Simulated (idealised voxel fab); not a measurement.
process module | voxel gate over fins
cross-section cut | 160 nm wide | cells 5 nm
A cross-section is a grid of square cells, given in bands from the top down. A band is one or more rows of cells.
Each band's line starts with the height of the band's top and of its bottom, in nm. Then come its materials from left to right, each with its width in nm. One material with "throughout" fills the band from edge to edge. "air" is empty space.
Height 0 is the level under which the wafer as received is all one material. The lowest band goes on downwards, as in "0 down".
A width such as "30 to 40" changes by the same amount from each row of cells to the next, from the band's top row to its bottom row.
"no change" after a step means that no cell of the cross-section changed.
closed voids: empty space of 8 cells or more with no open way to the top, each as width x height at its distance from the left edge, in nm
after a step's settings: what the simulator itself notes on the step
overlay nm, on a step with a mask: how far to the right of its planned place the mask lay; to the left if negative
plan
1 op RECEIVE | material Si
2 op CONFORMAL_DEP | material SiN | thk nm 5
3 op MASKED_ETCH | tone cover | mask id FINS | width nm 15 | pitch nm 40 | etch materials SiN | depth nm 5 | overlay nm 0
4 op MASKED_ETCH | tone cover | mask id FINS | width nm 15 | pitch nm 40 | etch materials Si | depth nm 30 | overlay nm 0
5 op OXIDIZE | depth nm 5
6 op FILL_DEP | material SiO2 | thk nm 15
7 op CMP | height nm 5
8 op SELECTIVE_ETCH | etch materials SiO2 | depth nm 15
9 op STRIP | etch materials SiN
10 op CONFORMAL_DEP | material HfO2 | thk nm 5
11 op CONFORMAL_DEP | material TiN | thk nm 5
12 op FILL_DEP | material W | thk nm 10
13 op CMP | height nm 15
14 op CONFORMAL_DEP | material SiCN | thk nm 10
first wafer, as planned
as received, after step 1
  0 down: Si throughout
  closed voids: none
after step 2
  5 to 0: SiN throughout
  below 0: unchanged
after step 3
  5 to 0: air 50 | SiN 15 | air 25 | SiN 15 | air 55
  below 0: unchanged
after step 4
  5 to 0: air 50 | SiN 15 | air 25 | SiN 15 | air 55
  0 to -30: air 50 | Si 15 | air 25 | Si 15 | air 55
  below -30: unchanged
after step 5
  5 to 0: air 50 | SiN 15 | air 25 | SiN 15 | air 55
  0 to -30: air 50 | SiO2 5 | Si 5 | SiO2 5 | air 25 | SiO2 5 | Si 5 | SiO2 5 | air 55
  -30 to -35: SiO2 55 | Si 5 | SiO2 35 | Si 5 | SiO2 60
  below -35: unchanged
after step 6
  20 to 5: SiO2 throughout
  5 to 0: SiO2 50 | SiN 15 | SiO2 25 | SiN 15 | SiO2 55
  0 to -35: SiO2 55 | Si 5 | SiO2 35 | Si 5 | SiO2 60
  below -35: unchanged
after step 7
  5 to 0: SiO2 50 | SiN 15 | SiO2 25 | SiN 15 | SiO2 55
  below 0: unchanged
after step 8
  5 to 0: air 50 | SiN 15 | air 25 | SiN 15 | air 55
  0 to -10: air 55 | Si 5 | air 35 | Si 5 | air 60
  below -10: unchanged
after step 9
  0 to -10: air 55 | Si 5 | air 35 | Si 5 | air 60
  below -10: unchanged
after step 10
  5 to 0: air 50 | HfO2 15 | air 25 | HfO2 15 | air 55
  0 to -5: air 50 | HfO2 5 | Si 5 | HfO2 5 | air 25 | HfO2 5 | Si 5 | HfO2 5 | air 55
  -5 to -10: HfO2 55 | Si 5 | HfO2 35 | Si 5 | HfO2 60
  below -10: unchanged
after step 11
  10 to 5: air 45 | TiN 25 | air 15 | TiN 25 | air 50
  5 to 0: air 45 | TiN 5 | HfO2 15 | TiN 5 | air 15 | TiN 5 | HfO2 15 | TiN 5 | air 50
  0 to -5: TiN 50 | HfO2 5 | Si 5 | HfO2 5 | TiN 25 | HfO2 5 | Si 5 | HfO2 5 | TiN 55
  below -5: unchanged
after step 12
  20 to 10: W throughout
  10 to 5: W 45 | TiN 25 | W 15 | TiN 25 | W 50
  5 to 0: W 45 | TiN 5 | HfO2 15 | TiN 5 | W 15 | TiN 5 | HfO2 15 | TiN 5 | W 50
  below 0: unchanged
after step 13
  15 to 10: W throughout
  below 10: unchanged
after step 14
  25 to 15: SiCN throughout
  below 15: unchanged
second wafer: like start, like plan, one mistake. Through step 7 it matches the first wafer
when step 8 should have ended
  5 to 0: air 50 | SiN 15 | air 25 | SiN 15 | air 55
  0 to -25: air 55 | Si 5 | air 35 | Si 5 | air 60
  below -25: unchanged
when step 9 should have ended
  0 to -25: air 55 | Si 5 | air 35 | Si 5 | air 60
  below -25: unchanged
when step 10 should have ended
  5 to 0: air 50 | HfO2 15 | air 25 | HfO2 15 | air 55
  0 to -20: air 50 | HfO2 5 | Si 5 | HfO2 5 | air 25 | HfO2 5 | Si 5 | HfO2 5 | air 55
  -20 to -25: HfO2 55 | Si 5 | HfO2 35 | Si 5 | HfO2 60
  below -25: unchanged
when step 11 should have ended
  10 to 5: air 45 | TiN 25 | air 15 | TiN 25 | air 50
  5 to 0: air 45 | TiN 5 | HfO2 15 | TiN 5 | air 15 | TiN 5 | HfO2 15 | TiN 5 | air 50
  0 to -15: air 45 | TiN 5 | HfO2 5 | Si 5 | HfO2 5 | TiN 5 | air 15 | TiN 5 | HfO2 5 | Si 5 | HfO2 5 | TiN 5 | air 50
  -15 to -20: TiN 50 | HfO2 5 | Si 5 | HfO2 5 | TiN 25 | HfO2 5 | Si 5 | HfO2 5 | TiN 55
  below -20: unchanged
when step 12 should have ended
  20 to 10: W throughout
  10 to 5: W 45 | TiN 25 | W 15 | TiN 25 | W 50
  5 to 0: W 45 | TiN 5 | HfO2 15 | TiN 5 | W 15 | TiN 5 | HfO2 15 | TiN 5 | W 50
  0 to -15: W 45 | TiN 5 | HfO2 5 | Si 5 | HfO2 5 | TiN 5 | W 15 | TiN 5 | HfO2 5 | Si 5 | HfO2 5 | TiN 5 | W 50
  below -15: unchanged
when step 13 should have ended
  15 to 10: W throughout
  below 10: unchanged
when step 14 should have ended
  25 to 15: SiCN throughout
  below 15: unchanged
what went wrong: step 8 was run twice
at the end the second wafer has, in cells: 12 more of HfO2 | 90 fewer of SiO2 | 12 more of TiN | 66 more of W
